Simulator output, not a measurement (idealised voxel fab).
process module | voxel self aligned vias
cross-section cut | 200 nm wide | cells 5 nm
A cross-section is a grid of square cells, given in bands from the top down. A band is one or more rows of cells.
Each band's line starts with the height of the band's top and of its bottom, in nm. Then come its materials from left to right, each with its width in nm. One material with "throughout" fills the band from edge to edge. "air" is empty space.
Height 0 is the level under which the wafer as received is all one material. The lowest band goes on downwards, as in "0 down".
A width such as "30 to 40" changes by the same amount from each row of cells to the next, from the band's top row to its bottom row.
"no change" after a step means that no cell of the cross-section changed.
closed voids: empty space of 8 cells or more with no open way to the top, each as width x height at its distance from the left edge, in nm
after a step's settings: what the simulator itself notes on the step
overlay nm, on a step with a mask: how far to the right of its planned place the mask lay; to the left if negative
Each pair below shows a cross-section before one step and the cross-section after it, down to the lowest band that changed. The line under each pair gives the step between them, with its settings. The pairs can come from different runs of this module on the same starting wafer, so a pair continues from the pair above only where its "before" says so.
before
  0 down: Si throughout
  closed voids: none
after
  15 to 0: SiO2 throughout
  below 0: unchanged
  closed voids: none
the step between: op CONFORMAL_DEP | material SiO2 | thk nm 15
before: the cross-section after the pair above
after
  20 to 15: SiCN throughout
  below 15: unchanged
  closed voids: none
the step between: op CONFORMAL_DEP | material SiCN | thk nm 5
before: the cross-section after the pair above
after
  40 to 20: SiO2 throughout
  below 20: unchanged
  closed voids: none
the step between: op DIRECTIONAL_DEP | material SiO2 | thk nm 20
before: the cross-section after the pair above
after
  50 to 40: aC throughout
  below 40: unchanged
  closed voids: none
the step between: op DIRECTIONAL_DEP | material aC | thk nm 10
before: the cross-section after the pair above
after
  75 to 50: resist 55 | air 20 | resist 50 | air 20 | resist 55
  below 50: unchanged
  closed voids: none
the step between: op PATTERN | tone open | mask id LINES | material resist | width nm 20 | pitch nm 70 | thk nm 25 | overlay nm 0
before: the cross-section after the pair above
after
  65 to 50: resist 55 | air 20 | resist 50 | air 20 | resist 55
  50 to 40: aC 55 | air 20 | aC 50 | air 20 | aC 55
  below 40: unchanged
  closed voids: none
the step between: op DIRECTIONAL_ETCH | etch materials aC | depth nm 10
before: the cross-section after the pair above
after
  50 to 40: aC 55 | air 20 | aC 50 | air 20 | aC 55
  below 40: unchanged
  closed voids: none
the step between: op STRIP | etch materials resist
before: the cross-section after the pair above
after
  50 to 40: aC 55 | air 20 | aC 50 | air 20 | aC 55
  40 to 20: SiO2 55 | air 20 | SiO2 50 | air 20 | SiO2 55
  below 20: unchanged
  closed voids: none
the step between: op DIRECTIONAL_ETCH | etch materials SiO2 | depth nm 20
before: the cross-section after the pair above
after
  40 to 20: SiO2 55 | air 20 | SiO2 50 | air 20 | SiO2 55
  below 20: unchanged
  closed voids: none
the step between: op STRIP | etch materials aC
before: the cross-section after the pair above
after
  45 to 40: TiN 60 | air 10 | TiN 60 | air 10 | TiN 60
  40 to 25: SiO2 55 | TiN 5 | air 10 | TiN 5 | SiO2 50 | TiN 5 | air 10 | TiN 5 | SiO2 55
  25 to 20: SiO2 55 | TiN 20 | SiO2 50 | TiN 20 | SiO2 55
  below 20: unchanged
  closed voids: none
the step between: op CONFORMAL_DEP | material TiN | thk nm 5
before: the cross-section after the pair above
after
  55 to 45: Ru throughout
  45 to 40: TiN 60 | Ru 10 | TiN 60 | Ru 10 | TiN 60
  40 to 25: SiO2 55 | TiN 5 | Ru 10 | TiN 5 | SiO2 50 | TiN 5 | Ru 10 | TiN 5 | SiO2 55
  below 25: unchanged
  closed voids: none
the step between: op FILL_DEP | material Ru | thk nm 10
before: the cross-section after the pair above
after
  40 to 25: SiO2 55 | TiN 5 | Ru 10 | TiN 5 | SiO2 50 | TiN 5 | Ru 10 | TiN 5 | SiO2 55
  below 25: unchanged
  closed voids: none
the step between: op CMP | height nm 40
before: the cross-section after the pair above
after
  40 to 35: SiO2 55 | air 20 | SiO2 50 | air 20 | SiO2 55
  below 35: unchanged
  closed voids: none
the step between: op SELECTIVE_ETCH | etch materials W Ru TiN | depth nm 5
before: the cross-section after the pair above
after
  50 to 40: SiN throughout
  40 to 35: SiO2 55 | SiN 20 | SiO2 50 | SiN 20 | SiO2 55
  below 35: unchanged
  closed voids: none
the step between: op FILL_DEP | material SiN | thk nm 10
before: the cross-section after the pair above
after
  40 to 35: SiO2 55 | SiN 20 | SiO2 50 | SiN 20 | SiO2 55
  below 35: unchanged
  closed voids: none
the step between: op CMP | height nm 40
before: the cross-section after the pair above
after
  55 to 40: SiO2 throughout
  below 40: unchanged
  closed voids: none
the step between: op DIRECTIONAL_DEP | material SiO2 | thk nm 15
before: the cross-section after the pair above
after
  55 to 40: SiO2 45 | air 40 | SiO2 115
  below 40: unchanged
  closed voids: none
the step between: op MASKED_ETCH | tone open | mask id VIAS | width nm 40 | etch materials SiO2 | depth nm 15 | overlay nm 0
before: the cross-section after the pair above
after
  55 to 40: SiO2 45 | air 40 | SiO2 115
  40 to 35: SiO2 55 | air 20 | SiO2 50 | SiN 20 | SiO2 55
  below 35: unchanged
  closed voids: none
the step between: op MASKED_ETCH | tone open | mask id VIAS | width nm 40 | etch materials SiN | depth nm 5 | overlay nm 0
before: the cross-section after the pair above
after
  60 to 55: TiN 50 | air 30 | TiN 120
  55 to 45: SiO2 45 | TiN 5 | air 30 | TiN 5 | SiO2 115
  45 to 40: SiO2 45 | TiN 15 | air 10 | TiN 15 | SiO2 115
  40 to 35: SiO2 55 | TiN 20 | SiO2 50 | SiN 20 | SiO2 55
  below 35: unchanged
  closed voids: none
the step between: op CONFORMAL_DEP | material TiN | thk nm 5
before: the cross-section after the pair above
after
  70 to 60: Cu throughout
  60 to 55: TiN 50 | Cu 30 | TiN 120
  55 to 45: SiO2 45 | TiN 5 | Cu 30 | TiN 5 | SiO2 115
  45 to 40: SiO2 45 | TiN 15 | Cu 10 | TiN 15 | SiO2 115
  below 40: unchanged
  closed voids: none
the step between: op FILL_DEP | material Cu | thk nm 10
before: the cross-section after the pair above
after
  55 to 45: SiO2 45 | TiN 5 | Cu 30 | TiN 5 | SiO2 115
  below 45: unchanged
  closed voids: none
the step between: op CMP | height nm 55
before: the cross-section after the pair above
after
  60 to 55: SiCN throughout
  below 55: unchanged
  closed voids: none
the step between: op CONFORMAL_DEP | material SiCN | thk nm 5
before
  0 down: Si throughout
  closed voids: none
after
  5 to 0: SiCN throughout
  below 0: unchanged
  closed voids: none
the step between: op CONFORMAL_DEP | material SiCN | thk nm 5
before: the cross-section after the pair above
after
  25 to 5: SiO2 throughout
  below 5: unchanged
  closed voids: none
the step between: op DIRECTIONAL_DEP | material SiO2 | thk nm 20
before: the cross-section after the pair above
after
  35 to 25: aC throughout
  below 25: unchanged
  closed voids: none
the step between: op DIRECTIONAL_DEP | material aC | thk nm 10
before: the cross-section after the pair above
after
  60 to 35: resist 55 | air 20 | resist 50 | air 20 | resist 55
  below 35: unchanged
  closed voids: none
the step between: op PATTERN | tone open | mask id LINES | material resist | width nm 20 | pitch nm 70 | thk nm 25 | overlay nm 0
before: the cross-section after the pair above
after
  50 to 35: resist 55 | air 20 | resist 50 | air 20 | resist 55
  35 to 25: aC 55 | air 20 | aC 50 | air 20 | aC 55
  below 25: unchanged
  closed voids: none
the step between: op DIRECTIONAL_ETCH | etch materials aC | depth nm 10
before: the cross-section after the pair above
after
  35 to 25: aC 55 | air 20 | aC 50 | air 20 | aC 55
  below 25: unchanged
  closed voids: none
the step between: op STRIP | etch materials resist
before: the cross-section after the pair above
after
  35 to 25: aC 55 | air 20 | aC 50 | air 20 | aC 55
  25 to 5: SiO2 55 | air 20 | SiO2 50 | air 20 | SiO2 55
  below 5: unchanged
  closed voids: none
the step between: op DIRECTIONAL_ETCH | etch materials SiO2 | depth nm 20
before: the cross-section after the pair above
after
  25 to 5: SiO2 55 | air 20 | SiO2 50 | air 20 | SiO2 55
  below 5: unchanged
  closed voids: none
the step between: op STRIP | etch materials aC
before: the cross-section after the pair above
after
  30 to 25: TiN 60 | air 10 | TiN 60 | air 10 | TiN 60
  25 to 10: SiO2 55 | TiN 5 | air 10 | TiN 5 | SiO2 50 | TiN 5 | air 10 | TiN 5 | SiO2 55
  10 to 5: SiO2 55 | TiN 20 | SiO2 50 | TiN 20 | SiO2 55
  below 5: unchanged
  closed voids: none
the step between: op CONFORMAL_DEP | material TiN | thk nm 5
before: the cross-section after the pair above
after
  40 to 30: Ru throughout
  30 to 25: TiN 60 | Ru 10 | TiN 60 | Ru 10 | TiN 60
  25 to 10: SiO2 55 | TiN 5 | Ru 10 | TiN 5 | SiO2 50 | TiN 5 | Ru 10 | TiN 5 | SiO2 55
  below 10: unchanged
  closed voids: none
the step between: op FILL_DEP | material Ru | thk nm 10
before: the cross-section after the pair above
after
  35 to 30: Ru throughout
  below 30: unchanged
  closed voids: none
the step between: op SELECTIVE_ETCH | etch materials W Ru TiN | depth nm 5
before: the cross-section after the pair above
after
  45 to 35: SiN throughout
  below 35: unchanged
  closed voids: none
the step between: op FILL_DEP | material SiN | thk nm 10
before: the cross-section after the pair above
after
  40 to 35: SiN throughout
  below 35: unchanged
  closed voids: none
the step between: op CMP | height nm 40
before: the cross-section after the pair above
after
  55 to 40: SiO2 throughout
  below 40: unchanged
  closed voids: none
the step between: op DIRECTIONAL_DEP | material SiO2 | thk nm 15
before: the cross-section after the pair above
after
  55 to 40: SiO2 45 | air 40 | SiO2 115
  below 40: unchanged
  closed voids: none
the step between: op MASKED_ETCH | tone open | mask id VIAS | width nm 40 | etch materials SiO2 | depth nm 15 | overlay nm 0
before: the cross-section after the pair above
after
  55 to 40: SiO2 45 | air 40 | SiO2 115
  40 to 35: SiN 45 | air 40 | SiN 115
  below 35: unchanged
  closed voids: none
the step between: op MASKED_ETCH | tone open | mask id VIAS | width nm 40 | etch materials SiN | depth nm 5 | overlay nm 0
before: the cross-section after the pair above
after
  60 to 55: TiN 50 | air 30 | TiN 120
  55 to 40: SiO2 45 | TiN 5 | air 30 | TiN 5 | SiO2 115
  40 to 35: SiN 45 | TiN 40 | SiN 115
  below 35: unchanged
  closed voids: none
the step between: op CONFORMAL_DEP | material TiN | thk nm 5
before: the cross-section after the pair above
after
  70 to 60: Cu throughout
  60 to 55: TiN 50 | Cu 30 | TiN 120
  55 to 40: SiO2 45 | TiN 5 | Cu 30 | TiN 5 | SiO2 115
  below 40: unchanged
  closed voids: none
the step between: op FILL_DEP | material Cu | thk nm 10
before: the cross-section after the pair above
after
  55 to 40: SiO2 45 | TiN 5 | Cu 30 | TiN 5 | SiO2 115
  below 40: unchanged
  closed voids: none
the step between: op CMP | height nm 55
before: the cross-section after the pair above
after
  60 to 55: SiCN throughout
  below 55: unchanged
  closed voids: none
the step between: op CONFORMAL_DEP | material SiCN | thk nm 5
before
  15 to 0: SiO2 throughout
  0 down: Si throughout
  closed voids: none
after
  30 to 0: SiO2 throughout
  below 0: unchanged
  closed voids: none
the step between: op CONFORMAL_DEP | material SiO2 | thk nm 15
before: the cross-section after the pair above
after
  35 to 30: SiCN throughout
  below 30: unchanged
  closed voids: none
the step between: op CONFORMAL_DEP | material SiCN | thk nm 5
before: the cross-section after the pair above
after
  55 to 35: SiO2 throughout
  below 35: unchanged
  closed voids: none
the step between: op DIRECTIONAL_DEP | material SiO2 | thk nm 20
before: the cross-section after the pair above
after
  65 to 55: aC throughout
  below 55: unchanged
  closed voids: none
the step between: op DIRECTIONAL_DEP | material aC | thk nm 10
before: the cross-section after the pair above
after
  90 to 65: resist 55 | air 20 | resist 50 | air 20 | resist 55
  below 65: unchanged
  closed voids: none
the step between: op PATTERN | tone open | mask id LINES | material resist | width nm 20 | pitch nm 70 | thk nm 25 | overlay nm 0
before: the cross-section after the pair above
after
  80 to 65: resist 55 | air 20 | resist 50 | air 20 | resist 55
  65 to 55: aC 55 | air 20 | aC 50 | air 20 | aC 55
  below 55: unchanged
  closed voids: none
the step between: op DIRECTIONAL_ETCH | etch materials aC | depth nm 10
before: the cross-section after the pair above
after
  65 to 55: aC 55 | air 20 | aC 50 | air 20 | aC 55
  below 55: unchanged
  closed voids: none
the step between: op STRIP | etch materials resist
before: the cross-section after the pair above
after
  65 to 55: aC 55 | air 20 | aC 50 | air 20 | aC 55
  55 to 35: SiO2 55 | air 20 | SiO2 50 | air 20 | SiO2 55
  below 35: unchanged
  closed voids: none
the step between: op DIRECTIONAL_ETCH | etch materials SiO2 | depth nm 20
before: the cross-section after the pair above
after
  55 to 35: SiO2 55 | air 20 | SiO2 50 | air 20 | SiO2 55
  below 35: unchanged
  closed voids: none
the step between: op STRIP | etch materials aC
before: the cross-section after the pair above
after
  60 to 55: TiN 60 | air 10 | TiN 60 | air 10 | TiN 60
  55 to 40: SiO2 55 | TiN 5 | air 10 | TiN 5 | SiO2 50 | TiN 5 | air 10 | TiN 5 | SiO2 55
  40 to 35: SiO2 55 | TiN 20 | SiO2 50 | TiN 20 | SiO2 55
  below 35: unchanged
  closed voids: none
the step between: op CONFORMAL_DEP | material TiN | thk nm 5
before: the cross-section after the pair above
after
  70 to 60: Ru throughout
  60 to 55: TiN 60 | Ru 10 | TiN 60 | Ru 10 | TiN 60
  55 to 40: SiO2 55 | TiN 5 | Ru 10 | TiN 5 | SiO2 50 | TiN 5 | Ru 10 | TiN 5 | SiO2 55
  below 40: unchanged
  closed voids: none
the step between: op FILL_DEP | material Ru | thk nm 10
before: the cross-section after the pair above
after
  40 to 35: SiO2 55 | TiN 20 | SiO2 50 | TiN 20 | SiO2 55
  below 35: unchanged
  closed voids: none
the step between: op CMP | height nm 40
before: the cross-section after the pair above
after
  40 to 35: SiO2 55 | air 20 | SiO2 50 | air 20 | SiO2 55
  below 35: unchanged
  closed voids: none
the step between: op SELECTIVE_ETCH | etch materials W Ru TiN | depth nm 5
before: the cross-section after the pair above
after
  50 to 40: SiN throughout
  40 to 35: SiO2 55 | SiN 20 | SiO2 50 | SiN 20 | SiO2 55
  below 35: unchanged
  closed voids: none
the step between: op FILL_DEP | material SiN | thk nm 10
before: the cross-section after the pair above
after
  40 to 35: SiO2 55 | SiN 20 | SiO2 50 | SiN 20 | SiO2 55
  below 35: unchanged
  closed voids: none
the step between: op CMP | height nm 40
before: the cross-section after the pair above
after
  55 to 40: SiO2 throughout
  below 40: unchanged
  closed voids: none
the step between: op DIRECTIONAL_DEP | material SiO2 | thk nm 15
before: the cross-section after the pair above
after
  55 to 40: SiO2 45 | air 40 | SiO2 115
  below 40: unchanged
  closed voids: none
the step between: op MASKED_ETCH | tone open | mask id VIAS | width nm 40 | etch materials SiO2 | depth nm 15 | overlay nm 0
before: the cross-section after the pair above
after
  55 to 40: SiO2 45 | air 40 | SiO2 115
  40 to 35: SiO2 55 | air 20 | SiO2 50 | SiN 20 | SiO2 55
  below 35: unchanged
  closed voids: none
the step between: op MASKED_ETCH | tone open | mask id VIAS | width nm 40 | etch materials SiN | depth nm 5 | overlay nm 0
before: the cross-section after the pair above
after
  60 to 55: TiN 50 | air 30 | TiN 120
  55 to 45: SiO2 45 | TiN 5 | air 30 | TiN 5 | SiO2 115
  45 to 40: SiO2 45 | TiN 15 | air 10 | TiN 15 | SiO2 115
  40 to 35: SiO2 55 | TiN 20 | SiO2 50 | SiN 20 | SiO2 55
  below 35: unchanged
  closed voids: none
the step between: op CONFORMAL_DEP | material TiN | thk nm 5
before: the cross-section after the pair above
after
  70 to 60: Cu throughout
  60 to 55: TiN 50 | Cu 30 | TiN 120
  55 to 45: SiO2 45 | TiN 5 | Cu 30 | TiN 5 | SiO2 115
  45 to 40: SiO2 45 | TiN 15 | Cu 10 | TiN 15 | SiO2 115
  below 40: unchanged
  closed voids: none
the step between: op FILL_DEP | material Cu | thk nm 10
before: the cross-section after the pair above
after
  55 to 45: SiO2 45 | TiN 5 | Cu 30 | TiN 5 | SiO2 115
  below 45: unchanged
  closed voids: none
the step between: op CMP | height nm 55
before: the cross-section after the pair above
after
  60 to 55: SiCN throughout
  below 55: unchanged
  closed voids: none
the step between: op CONFORMAL_DEP | material SiCN | thk nm 5
before
  40 to 35: SiO2 55 | SiN 20 | SiO2 50 | SiN 20 | SiO2 55
  35 to 25: SiO2 55 | TiN 5 | Ru 10 | TiN 5 | SiO2 50 | TiN 5 | Ru 10 | TiN 5 | SiO2 55
  25 to 20: SiO2 55 | TiN 20 | SiO2 50 | TiN 20 | SiO2 55
  20 to 15: SiCN throughout
  15 to 0: SiO2 throughout
  0 down: Si throughout
  closed voids: none
after
  40 to 35: SiO2 45 | air 10 | SiN 20 | air 10 | SiO2 40 | SiN 20 | SiO2 55
  35 to 25: SiO2 45 | air 10 | TiN 5 | Ru 10 | TiN 5 | air 10 | SiO2 40 | TiN 5 | Ru 10 | TiN 5 | SiO2 55
  below 25: unchanged
  closed voids: none
the step between: op MASKED_ETCH | tone open | mask id VIAS | width nm 40 | etch materials SiO2 | depth nm 15 | overlay nm 0
before: the cross-section after the pair above
after
  55 to 40: SiO2 45 | air 10 | SiO2 20 | air 10 | SiO2 115
  40 to 35: SiO2 55 | SiN 20 | SiO2 50 | SiN 20 | SiO2 55
  35 to 25: SiO2 55 | TiN 5 | Ru 10 | TiN 5 | SiO2 50 | TiN 5 | Ru 10 | TiN 5 | SiO2 55
  below 25: unchanged
  closed voids: none
the step between: op DIRECTIONAL_DEP | material SiO2 | thk nm 15
before: the cross-section after the pair above
after
  60 to 55: TiN throughout
  55 to 40: SiO2 45 | TiN 10 | SiO2 20 | TiN 10 | SiO2 115
  below 40: unchanged
  closed voids: none
the step between: op CONFORMAL_DEP | material TiN | thk nm 5
before: the cross-section after the pair above
after
  70 to 60: Cu throughout
  below 60: unchanged
  closed voids: none
the step between: op FILL_DEP | material Cu | thk nm 10
before: the cross-section after the pair above
after
  55 to 40: SiO2 45 | TiN 10 | SiO2 20 | TiN 10 | SiO2 115
  below 40: unchanged
  closed voids: none
the step between: op CMP | height nm 55
before: the cross-section after the pair above
after
  60 to 55: SiCN throughout
  below 55: unchanged
  closed voids: none
the step between: op CONFORMAL_DEP | material SiCN | thk nm 5
before
  0 down: Si throughout
  closed voids: none
after
  5 to 0: SiO2 throughout
  below 0: unchanged
  closed voids: none
the step between: op CONFORMAL_DEP | material SiO2 | thk nm 5
before: the cross-section after the pair above
after
  10 to 5: SiCN throughout
  below 5: unchanged
  closed voids: none
the step between: op CONFORMAL_DEP | material SiCN | thk nm 5
before: the cross-section after the pair above
after
  30 to 10: SiO2 throughout
  below 10: unchanged
  closed voids: none
the step between: op DIRECTIONAL_DEP | material SiO2 | thk nm 20
before: the cross-section after the pair above
after
  40 to 30: aC throughout
  below 30: unchanged
  closed voids: none
the step between: op DIRECTIONAL_DEP | material aC | thk nm 10
before: the cross-section after the pair above
after
  65 to 40: resist 55 | air 20 | resist 50 | air 20 | resist 55
  below 40: unchanged
  closed voids: none
the step between: op PATTERN | tone open | mask id LINES | material resist | width nm 20 | pitch nm 70 | thk nm 25 | overlay nm 0
before: the cross-section after the pair above
after
  55 to 40: resist 55 | air 20 | resist 50 | air 20 | resist 55
  40 to 30: aC 55 | air 20 | aC 50 | air 20 | aC 55
  below 30: unchanged
  closed voids: none
the step between: op DIRECTIONAL_ETCH | etch materials aC | depth nm 10
before: the cross-section after the pair above
after
  40 to 30: aC 55 | air 20 | aC 50 | air 20 | aC 55
  below 30: unchanged
  closed voids: none
the step between: op STRIP | etch materials resist
before: the cross-section after the pair above
after
  40 to 30: aC 55 | air 20 | aC 50 | air 20 | aC 55
  30 to 10: SiO2 55 | air 20 | SiO2 50 | air 20 | SiO2 55
  below 10: unchanged
  closed voids: none
the step between: op DIRECTIONAL_ETCH | etch materials SiO2 | depth nm 20
before: the cross-section after the pair above
after
  30 to 10: SiO2 55 | air 20 | SiO2 50 | air 20 | SiO2 55
  below 10: unchanged
  closed voids: none
the step between: op STRIP | etch materials aC
before: the cross-section after the pair above
after
  35 to 30: TiN 60 | air 10 | TiN 60 | air 10 | TiN 60
  30 to 15: SiO2 55 | TiN 5 | air 10 | TiN 5 | SiO2 50 | TiN 5 | air 10 | TiN 5 | SiO2 55
  15 to 10: SiO2 55 | TiN 20 | SiO2 50 | TiN 20 | SiO2 55
  below 10: unchanged
  closed voids: none
the step between: op CONFORMAL_DEP | material TiN | thk nm 5
before: the cross-section after the pair above
after
  45 to 35: Ru throughout
  35 to 30: TiN 60 | Ru 10 | TiN 60 | Ru 10 | TiN 60
  30 to 15: SiO2 55 | TiN 5 | Ru 10 | TiN 5 | SiO2 50 | TiN 5 | Ru 10 | TiN 5 | SiO2 55
  below 15: unchanged
  closed voids: none
the step between: op FILL_DEP | material Ru | thk nm 10
before: the cross-section after the pair above
after
  40 to 35: Ru throughout
  below 35: unchanged
  closed voids: none
the step between: op CMP | height nm 40
before: the cross-section after the pair above
after
  35 to 30: TiN 60 | Ru 10 | TiN 60 | Ru 10 | TiN 60
  below 30: unchanged
  closed voids: none
the step between: op SELECTIVE_ETCH | etch materials W Ru TiN | depth nm 5
before: the cross-section after the pair above
after
  45 to 35: SiN throughout
  below 35: unchanged
  closed voids: none
the step between: op FILL_DEP | material SiN | thk nm 10
before: the cross-section after the pair above
after
  40 to 35: SiN throughout
  below 35: unchanged
  closed voids: none
the step between: op CMP | height nm 40
before: the cross-section after the pair above
after
  55 to 40: SiO2 throughout
  below 40: unchanged
  closed voids: none
the step between: op DIRECTIONAL_DEP | material SiO2 | thk nm 15
before: the cross-section after the pair above
after
  55 to 40: SiO2 45 | air 40 | SiO2 115
  below 40: unchanged
  closed voids: none
the step between: op MASKED_ETCH | tone open | mask id VIAS | width nm 40 | etch materials SiO2 | depth nm 15 | overlay nm 0
before: the cross-section after the pair above
after
  55 to 40: SiO2 45 | air 40 | SiO2 115
  40 to 35: SiN 45 | air 40 | SiN 115
  below 35: unchanged
  closed voids: none
the step between: op MASKED_ETCH | tone open | mask id VIAS | width nm 40 | etch materials SiN | depth nm 5 | overlay nm 0
before: the cross-section after the pair above
after
  60 to 55: TiN 50 | air 30 | TiN 120
  55 to 40: SiO2 45 | TiN 5 | air 30 | TiN 5 | SiO2 115
  40 to 35: SiN 45 | TiN 40 | SiN 115
  below 35: unchanged
  closed voids: none
the step between: op CONFORMAL_DEP | material TiN | thk nm 5
before: the cross-section after the pair above
after
  70 to 60: Cu throughout
  60 to 55: TiN 50 | Cu 30 | TiN 120
  55 to 40: SiO2 45 | TiN 5 | Cu 30 | TiN 5 | SiO2 115
  below 40: unchanged
  closed voids: none
the step between: op FILL_DEP | material Cu | thk nm 10
before: the cross-section after the pair above
after
  55 to 40: SiO2 45 | TiN 5 | Cu 30 | TiN 5 | SiO2 115
  below 40: unchanged
  closed voids: none
the step between: op CMP | height nm 55
before: the cross-section after the pair above
after
  60 to 55: SiCN throughout
  below 55: unchanged
  closed voids: none
the step between: op CONFORMAL_DEP | material SiCN | thk nm 5
before
  55 to 40: SiO2 throughout
  40 to 35: SiO2 55 | SiN 20 | SiO2 50 | SiN 20 | SiO2 55
  35 to 25: SiO2 55 | TiN 5 | Ru 10 | TiN 5 | SiO2 50 | TiN 5 | Ru 10 | TiN 5 | SiO2 55
  25 to 20: SiO2 55 | TiN 20 | SiO2 50 | TiN 20 | SiO2 55
  20 to 15: SiCN throughout
  15 to 0: SiO2 throughout
  0 down: Si throughout
  closed voids: none
after
  55 to 40: SiO2 40 | air 50 | SiO2 110
  below 40: unchanged
  closed voids: none
the step between: op MASKED_ETCH | tone open | mask id VIAS | width nm 50 | etch materials SiO2 | depth nm 15 | overlay nm 0
before: the cross-section after the pair above
after
  55 to 40: SiO2 40 | air 50 | SiO2 110
  40 to 35: SiO2 55 | air 20 | SiO2 50 | SiN 20 | SiO2 55
  below 35: unchanged
  closed voids: none
the step between: op MASKED_ETCH | tone open | mask id VIAS | width nm 40 | etch materials SiN | depth nm 5 | overlay nm 0
before: the cross-section after the pair above
after
  60 to 55: TiN 45 | air 40 | TiN 115
  55 to 45: SiO2 40 | TiN 5 | air 40 | TiN 5 | SiO2 110
  45 to 40: SiO2 40 | TiN 20 | air 10 | TiN 20 | SiO2 110
  40 to 35: SiO2 55 | TiN 20 | SiO2 50 | SiN 20 | SiO2 55
  below 35: unchanged
  closed voids: none
the step between: op CONFORMAL_DEP | material TiN | thk nm 5
before: the cross-section after the pair above
after
  70 to 60: Cu throughout
  60 to 55: TiN 45 | Cu 40 | TiN 115
  55 to 45: SiO2 40 | TiN 5 | Cu 40 | TiN 5 | SiO2 110
  45 to 40: SiO2 40 | TiN 20 | Cu 10 | TiN 20 | SiO2 110
  below 40: unchanged
  closed voids: none
the step between: op FILL_DEP | material Cu | thk nm 10
before: the cross-section after the pair above
after
  55 to 45: SiO2 40 | TiN 5 | Cu 40 | TiN 5 | SiO2 110
  below 45: unchanged
  closed voids: none
the step between: op CMP | height nm 55
before: the cross-section after the pair above
after
  60 to 55: SiCN throughout
  below 55: unchanged
  closed voids: none
the step between: op CONFORMAL_DEP | material SiCN | thk nm 5
before
  55 to 40: SiO2 throughout
  40 to 35: SiO2 55 | SiN 20 | SiO2 50 | SiN 20 | SiO2 55
  35 to 25: SiO2 55 | TiN 5 | Ru 10 | TiN 5 | SiO2 50 | TiN 5 | Ru 10 | TiN 5 | SiO2 55
  25 to 20: SiO2 55 | TiN 20 | SiO2 50 | TiN 20 | SiO2 55
  20 to 15: SiCN throughout
  15 to 0: SiO2 throughout
  0 down: Si throughout
  closed voids: none
after
  55 to 40: SiO2 35 | air 40 | SiO2 125
  below 40: unchanged
  closed voids: none
the step between: op MASKED_ETCH | tone open | mask id VIAS | width nm 40 | etch materials SiO2 | depth nm 15 | overlay nm -10
before: the cross-section after the pair above
after
  55 to 40: SiO2 35 | air 40 | SiO2 125
  40 to 35: SiO2 55 | air 20 | SiO2 50 | SiN 20 | SiO2 55
  below 35: unchanged
  closed voids: none
the step between: op MASKED_ETCH | tone open | mask id VIAS | width nm 40 | etch materials SiN | depth nm 5 | overlay nm 0
before: the cross-section after the pair above
after
  60 to 55: TiN 40 | air 30 | TiN 130
  55 to 45: SiO2 35 | TiN 5 | air 30 | TiN 5 | SiO2 125
  45 to 40: SiO2 35 | TiN 25 | air 10 | TiN 5 | SiO2 125
  40 to 35: SiO2 55 | TiN 20 | SiO2 50 | SiN 20 | SiO2 55
  below 35: unchanged
  closed voids: none
the step between: op CONFORMAL_DEP | material TiN | thk nm 5
before: the cross-section after the pair above
after
  70 to 60: Cu throughout
  60 to 55: TiN 40 | Cu 30 | TiN 130
  55 to 45: SiO2 35 | TiN 5 | Cu 30 | TiN 5 | SiO2 125
  45 to 40: SiO2 35 | TiN 25 | Cu 10 | TiN 5 | SiO2 125
  below 40: unchanged
  closed voids: none
the step between: op FILL_DEP | material Cu | thk nm 10
before: the cross-section after the pair above
after
  55 to 45: SiO2 35 | TiN 5 | Cu 30 | TiN 5 | SiO2 125
  below 45: unchanged
  closed voids: none
the step between: op CMP | height nm 55
before: the cross-section after the pair above
after
  60 to 55: SiCN throughout
  below 55: unchanged
  closed voids: none
the step between: op CONFORMAL_DEP | material SiCN | thk nm 5
before
  45 to 40: TiN 60 | air 10 | TiN 60 | air 10 | TiN 60
  40 to 25: SiO2 55 | TiN 5 | air 10 | TiN 5 | SiO2 50 | TiN 5 | air 10 | TiN 5 | SiO2 55
  25 to 20: SiO2 55 | TiN 20 | SiO2 50 | TiN 20 | SiO2 55
  20 to 15: SiCN throughout
  15 to 0: SiO2 throughout
  0 down: Si throughout
  closed voids: none
after
  55 to 45: aC throughout
  45 to 40: TiN 60 | aC 10 | TiN 60 | aC 10 | TiN 60
  40 to 25: SiO2 55 | TiN 5 | aC 10 | TiN 5 | SiO2 50 | TiN 5 | aC 10 | TiN 5 | SiO2 55
  below 25: unchanged
  closed voids: none
the step between: op FILL_DEP | material aC | thk nm 10
before: the cross-section after the pair above
after
  40 to 25: SiO2 55 | TiN 5 | aC 10 | TiN 5 | SiO2 50 | TiN 5 | aC 10 | TiN 5 | SiO2 55
  below 25: unchanged
  closed voids: none
the step between: op CMP | height nm 40
before: the cross-section after the pair above
after
  40 to 35: SiO2 55 | air 5 | aC 10 | air 5 | SiO2 50 | air 5 | aC 10 | air 5 | SiO2 55
  below 35: unchanged
  closed voids: none
the step between: op SELECTIVE_ETCH | etch materials W Ru TiN | depth nm 5
before: the cross-section after the pair above
after
  50 to 40: SiN throughout
  40 to 35: SiO2 55 | SiN 5 | aC 10 | SiN 5 | SiO2 50 | SiN 5 | aC 10 | SiN 5 | SiO2 55
  below 35: unchanged
  closed voids: none
the step between: op FILL_DEP | material SiN | thk nm 10
before: the cross-section after the pair above
after
  40 to 35: SiO2 55 | SiN 5 | aC 10 | SiN 5 | SiO2 50 | SiN 5 | aC 10 | SiN 5 | SiO2 55
  below 35: unchanged
  closed voids: none
the step between: op CMP | height nm 40
before: the cross-section after the pair above
after
  55 to 40: SiO2 throughout
  below 40: unchanged
  closed voids: none
the step between: op DIRECTIONAL_DEP | material SiO2 | thk nm 15
before: the cross-section after the pair above
after
  55 to 40: SiO2 45 | air 40 | SiO2 115
  below 40: unchanged
  closed voids: none
the step between: op MASKED_ETCH | tone open | mask id VIAS | width nm 40 | etch materials SiO2 | depth nm 15 | overlay nm 0
before: the cross-section after the pair above
after
  55 to 40: SiO2 45 | air 40 | SiO2 115
  40 to 35: SiO2 55 | air 5 | aC 10 | air 5 | SiO2 50 | SiN 5 | aC 10 | SiN 5 | SiO2 55
  below 35: unchanged
  closed voids: none
the step between: op MASKED_ETCH | tone open | mask id VIAS | width nm 40 | etch materials SiN | depth nm 5 | overlay nm 0
before: the cross-section after the pair above
after
  60 to 55: TiN 50 | air 30 | TiN 120
  55 to 45: SiO2 45 | TiN 5 | air 30 | TiN 5 | SiO2 115
  45 to 40: SiO2 45 | TiN 40 | SiO2 115
  40 to 35: SiO2 55 | TiN 5 | aC 10 | TiN 5 | SiO2 50 | SiN 5 | aC 10 | SiN 5 | SiO2 55
  below 35: unchanged
  closed voids: none
the step between: op CONFORMAL_DEP | material TiN | thk nm 5
before: the cross-section after the pair above
after
  70 to 60: Cu throughout
  60 to 55: TiN 50 | Cu 30 | TiN 120
  55 to 45: SiO2 45 | TiN 5 | Cu 30 | TiN 5 | SiO2 115
  below 45: unchanged
  closed voids: none
the step between: op FILL_DEP | material Cu | thk nm 10
before: the cross-section after the pair above
after
  55 to 45: SiO2 45 | TiN 5 | Cu 30 | TiN 5 | SiO2 115
  below 45: unchanged
  closed voids: none
the step between: op CMP | height nm 55
